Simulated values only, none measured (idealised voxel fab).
Process module heading - voxel capacitor over wiring
This is section cut - it's 210 nm across, gridded in 5 nm square cells.
How to read a cross-section here: the picture is a grid of square cells, written as bands going from the top down, and any band can span one or more rows of cells. Heights first: top, then bottom, in nm. Then materials, left to right, each with a width in nm. "full width" on a single material: fills the band edge to edge. "air": empty space. Where do heights start? At 0: under that level the wafer as delivered is made of one material only. And the lowest band has no floor; it just carries on downward, as in "z 0 and below". Width spec "30 to 40" -> top row of cells at first value, bottom row at second value, equal per-row change in between. "remained unchanged" -> step changed no cross-section cell. Entry "Unvented voids" = empty spaces >= 8 cells with no open way to the top; each as width x height at distance, distance from left edge, all nm. Step line, after settings: the simulator's comment on this step. The optional step-line setting "overlay nm" applies to steps with a mask and quantifies how far to the right of its planned location the mask lay, a negative value indicating leftward placement. Reading guide: pairs of cross-sections, before and after one process step; after view cut off at lowest changed band; step and settings listed under each pair. Pairs may stem from different runs of this module on the same starting wafer; continuity with the pair above only where the "Pre-step profile" entry states it.
**Pre-step profile**
    z 65 to 50  aC full width
    z 50 to 45  lowk full width
    z 45 to 40  SiCN full width
    z 40 to 20  lowk 45 nm / SiN 5 nm / W 25 nm / SiN 5 nm / lowk 50 nm / SiN 5 nm / W 25 nm / SiN 5 nm / lowk 45 nm
    z 20 to 15  SiN 50 nm / TiN 25 nm / SiN 60 nm / TiN 25 nm / SiN 50 nm
    z 15 to 0  SiO2 full width
    z 0 and below  Si full width
    Unvented voids: none
**Result of Step**
    z 95 to 65  resist 60 nm / air 15 nm / resist 135 nm
    Everything under 65 stays put, no change at all.
    Unvented voids: none
The process step separating the two cross-sections depicted above is as follows: PATTERN [tone open] [mask id PLUG_1] [material resist] [width nm 15] [thk nm 30] [overlay nm 0]
Pre-step profile: unchanged from the after cross-section in the pair immediately above; refer to that figure.
**Result of Step**
    z 80 to 65  resist 60 nm / air 15 nm / resist 135 nm
    z 65 to 50  aC 60 nm / air 15 nm / aC 135 nm
    Everything under 50 stays put, no change at all.
    Unvented voids: none
The process step separating the two cross-sections depicted above is as follows: DIRECTIONAL_ETCH [etch materials aC] [depth nm 15]
Pre-step profile: unchanged from the after cross-section in the pair immediately above; refer to that figure.
**Result of Step**
    z 65 to 50  aC 60 nm / air 15 nm / aC 135 nm
    Everything under 50 stays put, no change at all.
    Unvented voids: none
The process step separating the two cross-sections depicted above is as follows: STRIP [etch materials resist]
Pre-step profile: unchanged from the after cross-section in the pair immediately above; refer to that figure.
**Result of Step**
    z 65 to 50  aC 60 nm / air 15 nm / aC 135 nm
    z 50 to 45  lowk 60 nm / air 15 nm / lowk 135 nm
    Everything under 45 stays put, no change at all.
    Unvented voids: none
The process step separating the two cross-sections depicted above is as follows: DIRECTIONAL_ETCH [etch materials lowk] [depth nm 15]
Pre-step profile: unchanged from the after cross-section in the pair immediately above; refer to that figure.
**Result of Step**
    z 65 to 50  aC 60 nm / air 15 nm / aC 135 nm
    z 50 to 45  lowk 60 nm / air 15 nm / lowk 135 nm
    z 45 to 40  SiCN 60 nm / air 15 nm / SiCN 135 nm
    Everything under 40 stays put, no change at all.
    Unvented voids: none
The process step separating the two cross-sections depicted above is as follows: DIRECTIONAL_ETCH [etch materials SiCN] [depth nm 5]
Pre-step profile: unchanged from the after cross-section in the pair immediately above; refer to that figure.
**Result of Step**
    z 50 to 45  lowk 60 nm / air 15 nm / lowk 135 nm
    Everything under 45 stays put, no change at all.
    Unvented voids: none
The process step separating the two cross-sections depicted above is as follows: STRIP [etch materials aC]
Pre-step profile: unchanged from the after cross-section in the pair immediately above; refer to that figure.
**Result of Step**
    z 50 to 45  lowk 60 nm / Ru 15 nm / lowk 135 nm
    z 45 to 40  SiCN 60 nm / Ru 15 nm / SiCN 135 nm
    Everything under 40 stays put, no change at all.
    Unvented voids: none
The process step separating the two cross-sections depicted above is as follows: EPI [material Ru] [thk nm 10]
Pre-step profile: unchanged from the after cross-section in the pair immediately above; refer to that figure.
**Result of Step**
    z 60 to 50  air 50 nm / Ru 35 nm / air 125 nm
    Everything under 50 stays put, no change at all.
    Unvented voids: none
The process step separating the two cross-sections depicted above is as follows: EPI [material Ru] [thk nm 10]
Pre-step profile: unchanged from the after cross-section in the pair immediately above; refer to that figure.
**Result of Step**
    z 70 to 60  air 50 nm / TiN 35 nm / air 125 nm
    z 60 to 50  TiN 50 nm / Ru 35 nm / TiN 125 nm
    Everything under 50 stays put, no change at all.
    Unvented voids: none
The process step separating the two cross-sections depicted above is as follows: DIRECTIONAL_DEP [material TiN] [thk nm 10]
Pre-step profile: unchanged from the after cross-section in the pair immediately above; refer to that figure.
**Result of Step**
    z 75 to 70  air 50 nm / SiN 35 nm / air 125 nm
    z 70 to 65  air 50 nm / TiN 35 nm / air 125 nm
    z 65 to 60  SiN 50 nm / TiN 35 nm / SiN 125 nm
    Everything under 60 stays put, no change at all.
    Unvented voids: none
The process step separating the two cross-sections depicted above is as follows: DIRECTIONAL_DEP [material SiN] [thk nm 5]
Pre-step profile: unchanged from the after cross-section in the pair immediately above; refer to that figure.
**Result of Step**
    z 80 to 75  air 50 nm / TiN 35 nm / air 125 nm
    z 75 to 70  air 50 nm / SiN 35 nm / air 125 nm
    z 70 to 65  TiN full width
    Everything under 65 stays put, no change at all.
    Unvented voids: none
The process step separating the two cross-sections depicted above is as follows: DIRECTIONAL_DEP [material TiN] [thk nm 5]
Pre-step profile: unchanged from the after cross-section in the pair immediately above; refer to that figure.
**Result of Step**
    z 95 to 80  air 60 nm / resist 65 nm / air 85 nm
    z 80 to 75  air 50 nm / TiN 35 nm / resist 40 nm / air 85 nm
    z 75 to 70  air 50 nm / SiN 35 nm / resist 40 nm / air 85 nm
    Everything under 70 stays put, no change at all.
    Unvented voids: none
The process step separating the two cross-sections depicted above is as follows: PATTERN [tone cover] [mask id UPPER_PLATE] [material resist] [width nm 65] [thk nm 15] [overlay nm 0]
Pre-step profile: unchanged from the after cross-section in the pair immediately above; refer to that figure.
**Result of Step**
    z 95 to 80  air 60 nm / resist 65 nm / air 85 nm
    z 80 to 75  air 60 nm / TiN 25 nm / resist 40 nm / air 85 nm
    z 75 to 70  air 50 nm / SiN 35 nm / resist 40 nm / air 85 nm
    z 70 to 65  air 50 nm / TiN 75 nm / air 85 nm
    Everything under 65 stays put, no change at all.
    Unvented voids: none
The process step separating the two cross-sections depicted above is as follows: DIRECTIONAL_ETCH [etch materials TiN] [depth nm 5]
Pre-step profile: unchanged from the after cross-section in the pair immediately above; refer to that figure.
**Result of Step**
    z 95 to 80  air 60 nm / resist 65 nm / air 85 nm
    z 80 to 75  air 60 nm / TiN 25 nm / resist 40 nm / air 85 nm
    z 75 to 70  air 60 nm / SiN 25 nm / resist 40 nm / air 85 nm
    z 70 to 65  air 50 nm / TiN 75 nm / air 85 nm
    z 65 to 60  air 50 nm / TiN 35 nm / SiN 40 nm / air 85 nm
    Everything under 60 stays put, no change at all.
    Unvented voids: none
The process step separating the two cross-sections depicted above is as follows: DIRECTIONAL_ETCH [etch materials SiN] [depth nm 5]
Pre-step profile: unchanged from the after cross-section in the pair immediately above; refer to that figure.
**Result of Step**
    z 80 to 75  air 60 nm / TiN 25 nm / air 125 nm
    z 75 to 70  air 60 nm / SiN 25 nm / air 125 nm
    Everything under 70 stays put, no change at all.
    Unvented voids: none
The process step separating the two cross-sections depicted above is as follows: STRIP [etch materials resist]
Pre-step profile: unchanged from the after cross-section in the pair immediately above; refer to that figure.
**Result of Step**
    z 100 to 80  air 55 nm / resist 75 nm / air 80 nm
    z 80 to 75  air 55 nm / resist 5 nm / TiN 25 nm / resist 45 nm / air 80 nm
    z 75 to 70  air 55 nm / resist 5 nm / SiN 25 nm / resist 45 nm / air 80 nm
    z 70 to 65  air 50 nm / TiN 75 nm / resist 5 nm / air 80 nm
    z 65 to 60  air 50 nm / TiN 35 nm / SiN 40 nm / resist 5 nm / air 80 nm
    Everything under 60 stays put, no change at all.
    Unvented voids: none
The process step separating the two cross-sections depicted above is as follows: PATTERN [tone cover] [mask id LOWER_PLATE] [material resist] [width nm 75] [thk nm 20] [overlay nm 0]
Pre-step profile: unchanged from the after cross-section in the pair immediately above; refer to that figure.
**Result of Step**
    z 100 to 80  air 55 nm / resist 75 nm / air 80 nm
    z 80 to 75  air 55 nm / resist 5 nm / TiN 25 nm / resist 45 nm / air 80 nm
    z 75 to 70  air 55 nm / resist 5 nm / SiN 25 nm / resist 45 nm / air 80 nm
    z 70 to 65  air 55 nm / TiN 70 nm / resist 5 nm / air 80 nm
    z 65 to 60  air 55 nm / TiN 30 nm / SiN 40 nm / resist 5 nm / air 80 nm
    z 60 to 50  air 50 nm / Ru 35 nm / TiN 45 nm / air 80 nm
    Everything under 50 stays put, no change at all.
    Unvented voids: none
The process step separating the two cross-sections depicted above is as follows: DIRECTIONAL_ETCH [etch materials TiN] [depth nm 10]
Pre-step profile: unchanged from the after cross-section in the pair immediately above; refer to that figure.
**Result of Step**
    z 80 to 75  air 60 nm / TiN 25 nm / air 125 nm
    z 75 to 70  air 60 nm / SiN 25 nm / air 125 nm
    z 70 to 65  air 55 nm / TiN 70 nm / air 85 nm
    z 65 to 60  air 55 nm / TiN 30 nm / SiN 40 nm / air 85 nm
    Everything under 60 stays put, no change at all.
    Unvented voids: none
The process step separating the two cross-sections depicted above is as follows: STRIP [etch materials resist]
Pre-step profile: unchanged from the after cross-section in the pair immediately above; refer to that figure.
**Result of Step**
    z 95 to 80  SiO2 full width
    z 80 to 75  SiO2 60 nm / TiN 25 nm / SiO2 125 nm
    z 75 to 70  SiO2 60 nm / SiN 25 nm / SiO2 125 nm
    z 70 to 65  SiO2 55 nm / TiN 70 nm / SiO2 85 nm
    z 65 to 60  SiO2 55 nm / TiN 30 nm / SiN 40 nm / SiO2 85 nm
    z 60 to 50  SiO2 50 nm / Ru 35 nm / TiN 45 nm / SiO2 80 nm
    Everything under 50 stays put, no change at all.
    Unvented voids: none
The process step separating the two cross-sections depicted above is as follows: FILL_DEP [material SiO2] [thk nm 15]
Pre-step profile: unchanged from the after cross-section in the pair immediately above; refer to that figure.
**Result of Step**
    z 90 to 80  SiO2 full width
    Everything under 80 stays put, no change at all.
    Unvented voids: none
The process step separating the two cross-sections depicted above is as follows: CMP [height nm 90]
Pre-step profile: unchanged from the after cross-section in the pair immediately above; refer to that figure.
**Result of Step**
    z 100 to 90  aC full width
    Everything under 90 stays put, no change at all.
    Unvented voids: none
The process step separating the two cross-sections depicted above is as follows: DIRECTIONAL_DEP [material aC] [thk nm 10]
Pre-step profile: unchanged from the after cross-section in the pair immediately above; refer to that figure.
**Result of Step**
    z 130 to 100  resist 70 nm / air 15 nm / resist 125 nm
    Everything under 100 stays put, no change at all.
    Unvented voids: none
The process step separating the two cross-sections depicted above is as follows: PATTERN [tone open] [mask id PLUG_2] [material resist] [width nm 15] [thk nm 30] [overlay nm 0]
Pre-step profile: unchanged from the after cross-section in the pair immediately above; refer to that figure.
**Result of Step**
    z 120 to 100  resist 70 nm / air 15 nm / resist 125 nm
    z 100 to 90  aC 70 nm / air 15 nm / aC 125 nm
    Everything under 90 stays put, no change at all.
    Unvented voids: none
The process step separating the two cross-sections depicted above is as follows: DIRECTIONAL_ETCH [etch materials aC] [depth nm 10]
Pre-step profile: unchanged from the after cross-section in the pair immediately above; refer to that figure.
**Result of Step**
    z 100 to 90  aC 70 nm / air 15 nm / aC 125 nm
    Everything under 90 stays put, no change at all.
    Unvented voids: none
The process step separating the two cross-sections depicted above is as follows: STRIP [etch materials resist]
Pre-step profile: unchanged from the after cross-section in the pair immediately above; refer to that figure.
**Result of Step**
    z 100 to 90  aC 70 nm / air 15 nm / aC 125 nm
    z 90 to 80  SiO2 70 nm / air 15 nm / SiO2 125 nm
    Everything under 80 stays put, no change at all.
    Unvented voids: none
The process step separating the two cross-sections depicted above is as follows: DIRECTIONAL_ETCH [etch materials SiO2] [depth nm 10]
Pre-step profile: unchanged from the after cross-section in the pair immediately above; refer to that figure.
**Result of Step**
    z 90 to 80  SiO2 70 nm / air 15 nm / SiO2 125 nm
    Everything under 80 stays put, no change at all.
    Unvented voids: none
The process step separating the two cross-sections depicted above is as follows: STRIP [etch materials aC]
Pre-step profile: unchanged from the after cross-section in the pair immediately above; refer to that figure.
**Result of Step**
    z 95 to 90  TiN 75 nm / air 5 nm / TiN 130 nm
    z 90 to 85  SiO2 70 nm / TiN 5 nm / air 5 nm / TiN 5 nm / SiO2 125 nm
    z 85 to 75  SiO2 70 to 60 nm / TiN 15 to 25 nm / SiO2 125 nm
    Everything under 75 stays put, no change at all.
    Unvented voids: none
The process step separating the two cross-sections depicted above is as follows: CONFORMAL_DEP [material TiN] [thk nm 5]
Pre-step profile: unchanged from the after cross-section in the pair immediately above; refer to that figure.
**Result of Step**
    z 105 to 95  Ru full width
    z 95 to 90  TiN 75 nm / Ru 5 nm / TiN 130 nm
    z 90 to 85  SiO2 70 nm / TiN 5 nm / Ru 5 nm / TiN 5 nm / SiO2 125 nm
    Everything under 85 stays put, no change at all.
    Unvented voids: none
The process step separating the two cross-sections depicted above is as follows: FILL_DEP [material Ru] [thk nm 10]
Pre-step profile: unchanged from the after cross-section in the pair immediately above; refer to that figure.
**Result of Step**
    z 90 to 85  SiO2 70 nm / TiN 5 nm / Ru 5 nm / TiN 5 nm / SiO2 125 nm
    Everything under 85 stays put, no change at all.
    Unvented voids: none
The process step separating the two cross-sections depicted above is as follows: CMP [height nm 90]
Pre-step profile: unchanged from the after cross-section in the pair immediately above; refer to that figure.
**Result of Step**
    z 95 to 90  SiCN full width
    Everything under 90 stays put, no change at all.
    Unvented voids: none
The process step separating the two cross-sections depicted above is as follows: CONFORMAL_DEP [material SiCN] [thk nm 5]
**Pre-step profile**
    z 80 to 75  air 60 nm / TiN 65 nm / air 85 nm
    z 75 to 70  air 60 nm / SiN 65 nm / air 85 nm
    z 70 to 60  TiN full width
    z 60 to 45  lowk 60 nm / Ru 15 nm / lowk 135 nm
    z 45 to 40  SiCN 60 nm / Ru 15 nm / SiCN 135 nm
    z 40 to 20  lowk 45 nm / SiN 5 nm / W 25 nm / SiN 5 nm / lowk 50 nm / SiN 5 nm / W 25 nm / SiN 5 nm / lowk 45 nm
    z 20 to 15  SiN 50 nm / TiN 25 nm / SiN 60 nm / TiN 25 nm / SiN 50 nm
    z 15 to 0  SiO2 full width
    z 0 and below  Si full width
    Unvented voids: none
**Result of Step**
    z 100 to 80  air 60 nm / resist 65 nm / air 85 nm
    Everything under 80 stays put, no change at all.
    Unvented voids: none
The process step separating the two cross-sections depicted above is as follows: PATTERN [tone cover] [mask id LOWER_PLATE] [material resist] [width nm 65] [thk nm 20] [overlay nm 0]
Pre-step profile: unchanged from the after cross-section in the pair immediately above; refer to that figure.
**Result of Step**
    z 100 to 80  air 60 nm / resist 65 nm / air 85 nm
    z 80 to 75  air 60 nm / TiN 65 nm / air 85 nm
    z 75 to 70  air 60 nm / SiN 65 nm / air 85 nm
    z 70 to 60  air 60 nm / TiN 65 nm / air 85 nm
    Everything under 60 stays put, no change at all.
    Unvented voids: none
The process step separating the two cross-sections depicted above is as follows: DIRECTIONAL_ETCH [etch materials TiN] [depth nm 10]
Pre-step profile: unchanged from the after cross-section in the pair immediately above; refer to that figure.
**Result of Step**
    z 80 to 75  air 60 nm / TiN 65 nm / air 85 nm
    Everything under 75 stays put, no change at all.
    Unvented voids: none
The process step separating the two cross-sections depicted above is as follows: STRIP [etch materials resist]
Pre-step profile: unchanged from the after cross-section in the pair immediately above; refer to that figure.
**Result of Step**
    z 95 to 80  SiO2 full width
    z 80 to 75  SiO2 60 nm / TiN 65 nm / SiO2 85 nm
    z 75 to 70  SiO2 60 nm / SiN 65 nm / SiO2 85 nm
    z 70 to 60  SiO2 60 nm / TiN 65 nm / SiO2 85 nm
    Everything under 60 stays put, no change at all.
    Unvented voids: none
The process step separating the two cross-sections depicted above is as follows: FILL_DEP [material SiO2] [thk nm 15]
Pre-step profile: unchanged from the after cross-section in the pair immediately above; refer to that figure.
**Result of Step**
    z 90 to 80  SiO2 full width
    Everything under 80 stays put, no change at all.
    Unvented voids: none
The process step separating the two cross-sections depicted above is as follows: CMP [height nm 90]
Pre-step profile: unchanged from the after cross-section in the pair immediately above; refer to that figure.
**Result of Step**
    z 100 to 90  aC full width
    Everything under 90 stays put, no change at all.
    Unvented voids: none
The process step separating the two cross-sections depicted above is as follows: DIRECTIONAL_DEP [material aC] [thk nm 10]
Pre-step profile: unchanged from the after cross-section in the pair immediately above; refer to that figure.
**Result of Step**
    z 130 to 100  resist 70 nm / air 15 nm / resist 125 nm
    Everything under 100 stays put, no change at all.
    Unvented voids: none
The process step separating the two cross-sections depicted above is as follows: PATTERN [tone open] [mask id PLUG_2] [material resist] [width nm 15] [thk nm 30] [overlay nm 0]
Pre-step profile: unchanged from the after cross-section in the pair immediately above; refer to that figure.
**Result of Step**
    z 120 to 100  resist 70 nm / air 15 nm / resist 125 nm
    z 100 to 90  aC 70 nm / air 15 nm / aC 125 nm
    Everything under 90 stays put, no change at all.
    Unvented voids: none
The process step separating the two cross-sections depicted above is as follows: DIRECTIONAL_ETCH [etch materials aC] [depth nm 10]
Pre-step profile: unchanged from the after cross-section in the pair immediately above; refer to that figure.
**Result of Step**
    z 100 to 90  aC 70 nm / air 15 nm / aC 125 nm
    Everything under 90 stays put, no change at all.
    Unvented voids: none
The process step separating the two cross-sections depicted above is as follows: STRIP [etch materials resist]
Pre-step profile: unchanged from the after cross-section in the pair immediately above; refer to that figure.
**Result of Step**
    z 100 to 90  aC 70 nm / air 15 nm / aC 125 nm
    z 90 to 80  SiO2 70 nm / air 15 nm / SiO2 125 nm
    Everything under 80 stays put, no change at all.
    Unvented voids: none
The process step separating the two cross-sections depicted above is as follows: DIRECTIONAL_ETCH [etch materials SiO2] [depth nm 10]
Pre-step profile: unchanged from the after cross-section in the pair immediately above; refer to that figure.
**Result of Step**
    z 90 to 80  SiO2 70 nm / air 15 nm / SiO2 125 nm
    Everything under 80 stays put, no change at all.
    Unvented voids: none
The process step separating the two cross-sections depicted above is as follows: STRIP [etch materials aC]
Pre-step profile: unchanged from the after cross-section in the pair immediately above; refer to that figure.
**Result of Step**
    z 95 to 90  TiN 75 nm / air 5 nm / TiN 130 nm
    z 90 to 85  SiO2 70 nm / TiN 5 nm / air 5 nm / TiN 5 nm / SiO2 125 nm
    z 85 to 75  SiO2 70 to 60 nm / TiN 15 to 65 nm / SiO2 125 to 85 nm
    Everything under 75 stays put, no change at all.
    Unvented voids: none
The process step separating the two cross-sections depicted above is as follows: CONFORMAL_DEP [material TiN] [thk nm 5]
Pre-step profile: unchanged from the after cross-section in the pair immediately above; refer to that figure.
**Result of Step**
    z 105 to 95  Ru full width
    z 95 to 90  TiN 75 nm / Ru 5 nm / TiN 130 nm
    z 90 to 85  SiO2 70 nm / TiN 5 nm / Ru 5 nm / TiN 5 nm / SiO2 125 nm
    Everything under 85 stays put, no change at all.
    Unvented voids: none
The process step separating the two cross-sections depicted above is as follows: FILL_DEP [material Ru] [thk nm 10]
Pre-step profile: unchanged from the after cross-section in the pair immediately above; refer to that figure.
**Result of Step**
    z 90 to 85  SiO2 70 nm / TiN 5 nm / Ru 5 nm / TiN 5 nm / SiO2 125 nm
    Everything under 85 stays put, no change at all.
    Unvented voids: none
The process step separating the two cross-sections depicted above is as follows: CMP [height nm 90]
Pre-step profile: unchanged from the after cross-section in the pair immediately above; refer to that figure.
**Result of Step**
    z 95 to 90  SiCN full width
    Everything under 90 stays put, no change at all.
    Unvented voids: none
The process step separating the two cross-sections depicted above is as follows: CONFORMAL_DEP [material SiCN] [thk nm 5]
**Pre-step profile**
    z 40 to 20  W full width
    z 20 to 15  TiN full width
    z 15 to 0  SiO2 full width
    z 0 and below  Si full width
    Unvented voids: none
**Result of Step**
    z 55 to 40  air 60 nm / resist 25 nm / air 60 nm / resist 25 nm / air 40 nm
    Everything under 40 stays put, no change at all.
    Unvented voids: none
The process step separating the two cross-sections depicted above is as follows: PATTERN [tone cover] [mask id METAL_1] [material resist] [width nm 25] [pitch nm 85] [thk nm 15] [overlay nm 10]
Pre-step profile: unchanged from the after cross-section in the pair immediately above; refer to that figure.
**Result of Step**
    z 55 to 40  air 60 nm / resist 25 nm / air 60 nm / resist 25 nm / air 40 nm
    z 40 to 20  air 60 nm / W 25 nm / air 60 nm / W 25 nm / air 40 nm
    Everything under 20 stays put, no change at all.
    Unvented voids: none
The process step separating the two cross-sections depicted above is as follows: DIRECTIONAL_ETCH [etch materials W] [depth nm 20]
Pre-step profile: unchanged from the after cross-section in the pair immediately above; refer to that figure.
**Result of Step**
    z 55 to 40  air 60 nm / resist 25 nm / air 60 nm / resist 25 nm / air 40 nm
    z 40 to 20  air 60 nm / W 25 nm / air 60 nm / W 25 nm / air 40 nm
    z 20 to 15  air 60 nm / TiN 25 nm / air 60 nm / TiN 25 nm / air 40 nm
    Everything under 15 stays put, no change at all.
    Unvented voids: none
The process step separating the two cross-sections depicted above is as follows: DIRECTIONAL_ETCH [etch materials TiN] [depth nm 5]
Pre-step profile: unchanged from the after cross-section in the pair immediately above; refer to that figure.
**Result of Step**
    z 40 to 20  air 60 nm / W 25 nm / air 60 nm / W 25 nm / air 40 nm
    Everything under 20 stays put, no change at all.
    Unvented voids: none
The process step separating the two cross-sections depicted above is as follows: STRIP [etch materials resist]
Pre-step profile: unchanged from the after cross-section in the pair immediately above; refer to that figure.
**Result of Step**
    z 45 to 40  air 55 nm / SiN 35 nm / air 50 nm / SiN 35 nm / air 35 nm
    z 40 to 20  air 55 nm / SiN 5 nm / W 25 nm / SiN 5 nm / air 50 nm / SiN 5 nm / W 25 nm / SiN 5 nm / air 35 nm
    z 20 to 15  SiN 60 nm / TiN 25 nm / SiN 60 nm / TiN 25 nm / SiN 40 nm
    Everything under 15 stays put, no change at all.
    Unvented voids: none
The process step separating the two cross-sections depicted above is as follows: CONFORMAL_DEP [material SiN] [thk nm 5]
Pre-step profile: unchanged from the after cross-section in the pair immediately above; refer to that figure.
**Result of Step**
    z 50 to 45  lowk full width
    z 45 to 40  lowk 55 nm / SiN 35 nm / lowk 50 nm / SiN 35 nm / lowk 35 nm
    z 40 to 20  lowk 55 nm / SiN 5 nm / W 25 nm / SiN 5 nm / lowk 50 nm / SiN 5 nm / W 25 nm / SiN 5 nm / lowk 35 nm
    Everything under 20 stays put, no change at all.
    Unvented voids: none
The process step separating the two cross-sections depicted above is as follows: FILL_DEP [material lowk] [thk nm 5]
Pre-step profile: unchanged from the after cross-section in the pair immediately above; refer to that figure.
**Result of Step**
    z 40 to 20  lowk 55 nm / SiN 5 nm / W 25 nm / SiN 5 nm / lowk 50 nm / SiN 5 nm / W 25 nm / SiN 5 nm / lowk 35 nm
    Everything under 20 stays put, no change at all.
    Unvented voids: none
The process step separating the two cross-sections depicted above is as follows: CMP [height nm 40]
Pre-step profile: unchanged from the after cross-section in the pair immediately above; refer to that figure.
**Result of Step**
    z 45 to 40  SiCN full width
    Everything under 40 stays put, no change at all.
    Unvented voids: none
The process step separating the two cross-sections depicted above is as follows: CONFORMAL_DEP [material SiCN] [thk nm 5]
Pre-step profile: unchanged from the after cross-section in the pair immediately above; refer to that figure.
**Result of Step**
    z 60 to 45  lowk full width
    Everything under 45 stays put, no change at all.
    Unvented voids: none
The process step separating the two cross-sections depicted above is as follows: DIRECTIONAL_DEP [material lowk] [thk nm 15]
Pre-step profile: unchanged from the after cross-section in the pair immediately above; refer to that figure.
**Result of Step**
    z 75 to 60  aC full width
    Everything under 60 stays put, no change at all.
    Unvented voids: none
The process step separating the two cross-sections depicted above is as follows: DIRECTIONAL_DEP [material aC] [thk nm 15]
Pre-step profile: unchanged from the after cross-section in the pair immediately above; refer to that figure.
**Result of Step**
    z 105 to 75  resist 60 nm / air 15 nm / resist 135 nm
    Everything under 75 stays put, no change at all.
    Unvented voids: none
The process step separating the two cross-sections depicted above is as follows: PATTERN [tone open] [mask id PLUG_1] [material resist] [width nm 15] [thk nm 30] [overlay nm 0]
Pre-step profile: unchanged from the after cross-section in the pair immediately above; refer to that figure.
**Result of Step**
    z 90 to 75  resist 60 nm / air 15 nm / resist 135 nm
    z 75 to 60  aC 60 nm / air 15 nm / aC 135 nm
    Everything under 60 stays put, no change at all.
    Unvented voids: none
The process step separating the two cross-sections depicted above is as follows: DIRECTIONAL_ETCH [etch materials aC] [depth nm 15]
Pre-step profile: unchanged from the after cross-section in the pair immediately above; refer to that figure.
**Result of Step**
    z 75 to 60  aC 60 nm / air 15 nm / aC 135 nm
    Everything under 60 stays put, no change at all.
    Unvented voids: none
The process step separating the two cross-sections depicted above is as follows: STRIP [etch materials resist]
Pre-step profile: unchanged from the after cross-section in the pair immediately above; refer to that figure.
**Result of Step**
    z 75 to 60  aC 60 nm / air 15 nm / aC 135 nm
    z 60 to 45  lowk 60 nm / air 15 nm / lowk 135 nm
    Everything under 45 stays put, no change at all.
    Unvented voids: none
The process step separating the two cross-sections depicted above is as follows: DIRECTIONAL_ETCH [etch materials lowk] [depth nm 15]
Pre-step profile: unchanged from the after cross-section in the pair immediately above; refer to that figure.
**Result of Step**
    z 75 to 60  aC 60 nm / air 15 nm / aC 135 nm
    z 60 to 45  lowk 60 nm / air 15 nm / lowk 135 nm
    z 45 to 40  SiCN 60 nm / air 15 nm / SiCN 135 nm
    Everything under 40 stays put, no change at all.
    Unvented voids: none
The process step separating the two cross-sections depicted above is as follows: DIRECTIONAL_ETCH [etch materials SiCN] [depth nm 5]
Pre-step profile: unchanged from the after cross-section in the pair immediately above; refer to that figure.
**Result of Step**
    z 60 to 45  lowk 60 nm / air 15 nm / lowk 135 nm
    Everything under 45 stays put, no change at all.
    Unvented voids: none
The process step separating the two cross-sections depicted above is as follows: STRIP [etch materials aC]
Pre-step profile: unchanged from the after cross-section in the pair immediately above; refer to that figure.
**Result of Step**
    z 60 to 50  lowk 60 nm / air 15 nm / lowk 135 nm
    z 50 to 45  lowk 60 nm / Ru 15 nm / lowk 135 nm
    z 45 to 40  SiCN 60 nm / Ru 15 nm / SiCN 135 nm
    Everything under 40 stays put, no change at all.
    Unvented voids: none
The process step separating the two cross-sections depicted above is as follows: EPI [material Ru] [thk nm 10]
Pre-step profile: unchanged from the after cross-section in the pair immediately above; refer to that figure.
**Result of Step**
    z 60 to 45  lowk 60 nm / Ru 15 nm / lowk 135 nm
    Everything under 45 stays put, no change at all.
    Unvented voids: none
The process step separating the two cross-sections depicted above is as follows: EPI [material Ru] [thk nm 10]
Pre-step profile: unchanged from the after cross-section in the pair immediately above; refer to that figure.
**Result of Step**
    z 70 to 60  TiN full width
    Everything under 60 stays put, no change at all.
    Unvented voids: none
The process step separating the two cross-sections depicted above is as follows: DIRECTIONAL_DEP [material TiN] [thk nm 10]
Pre-step profile: unchanged from the after cross-section in the pair immediately above; refer to that figure.
**Result of Step**
    z 75 to 70  SiN full width
    Everything under 70 stays put, no change at all.
    Unvented voids: none
The process step separating the two cross-sections depicted above is as follows: DIRECTIONAL_DEP [material SiN] [thk nm 5]
Pre-step profile: unchanged from the after cross-section in the pair immediately above; refer to that figure.
**Result of Step**
    z 80 to 75  TiN full width
    Everything under 75 stays put, no change at all.
    Unvented voids: none
The process step separating the two cross-sections depicted above is as follows: DIRECTIONAL_DEP [material TiN] [thk nm 5]
Pre-step profile: unchanged from the after cross-section in the pair immediately above; refer to that figure.
**Result of Step**
    z 95 to 80  air 60 nm / resist 65 nm / air 85 nm
    Everything under 80 stays put, no change at all.
    Unvented voids: none
The process step separating the two cross-sections depicted above is as follows: PATTERN [tone cover] [mask id UPPER_PLATE] [material resist] [width nm 65] [thk nm 15] [overlay nm 0]
Pre-step profile: unchanged from the after cross-section in the pair immediately above; refer to that figure.
**Result of Step**
    z 95 to 80  air 60 nm / resist 65 nm / air 85 nm
    z 80 to 75  air 60 nm / TiN 65 nm / air 85 nm
    Everything under 75 stays put, no change at all.
    Unvented voids: none
The process step separating the two cross-sections depicted above is as follows: DIRECTIONAL_ETCH [etch materials TiN] [depth nm 5]
Pre-step profile: unchanged from the after cross-section in the pair immediately above; refer to that figure.
**Result of Step**
    z 95 to 80  air 60 nm / resist 65 nm / air 85 nm
    z 80 to 75  air 60 nm / TiN 65 nm / air 85 nm
    z 75 to 70  air 60 nm / SiN 65 nm / air 85 nm
    Everything under 70 stays put, no change at all.
    Unvented voids: none
The process step separating the two cross-sections depicted above is as follows: DIRECTIONAL_ETCH [etch materials SiN] [depth nm 5]
Pre-step profile: unchanged from the after cross-section in the pair immediately above; refer to that figure.
**Result of Step**
    z 80 to 75  air 60 nm / TiN 65 nm / air 85 nm
    Everything under 75 stays put, no change at all.
    Unvented voids: none
The process step separating the two cross-sections depicted above is as follows: STRIP [etch materials resist]
Pre-step profile: unchanged from the after cross-section in the pair immediately above; refer to that figure.
**Result of Step**
    z 100 to 80  air 55 nm / resist 75 nm / air 80 nm
    z 80 to 75  air 55 nm / resist 5 nm / TiN 65 nm / resist 5 nm / air 80 nm
    z 75 to 70  air 55 nm / resist 5 nm / SiN 65 nm / resist 5 nm / air 80 nm
    Everything under 70 stays put, no change at all.
    Unvented voids: none
The process step separating the two cross-sections depicted above is as follows: PATTERN [tone cover] [mask id LOWER_PLATE] [material resist] [width nm 75] [thk nm 20] [overlay nm 0]
Pre-step profile: unchanged from the after cross-section in the pair immediately above; refer to that figure.
**Result of Step**
    z 100 to 80  air 55 nm / resist 75 nm / air 80 nm
    z 80 to 75  air 55 nm / resist 5 nm / TiN 65 nm / resist 5 nm / air 80 nm
    z 75 to 70  air 55 nm / resist 5 nm / SiN 65 nm / resist 5 nm / air 80 nm
    z 70 to 60  air 55 nm / TiN 75 nm / air 80 nm
    Everything under 60 stays put, no change at all.
    Unvented voids: none
The process step separating the two cross-sections depicted above is as follows: DIRECTIONAL_ETCH [etch materials TiN] [depth nm 10]
Pre-step profile: unchanged from the after cross-section in the pair immediately above; refer to that figure.
**Result of Step**
    z 80 to 75  air 60 nm / TiN 65 nm / air 85 nm
    z 75 to 70  air 60 nm / SiN 65 nm / air 85 nm
    Everything under 70 stays put, no change at all.
    Unvented voids: none
The process step separating the two cross-sections depicted above is as follows: STRIP [etch materials resist]
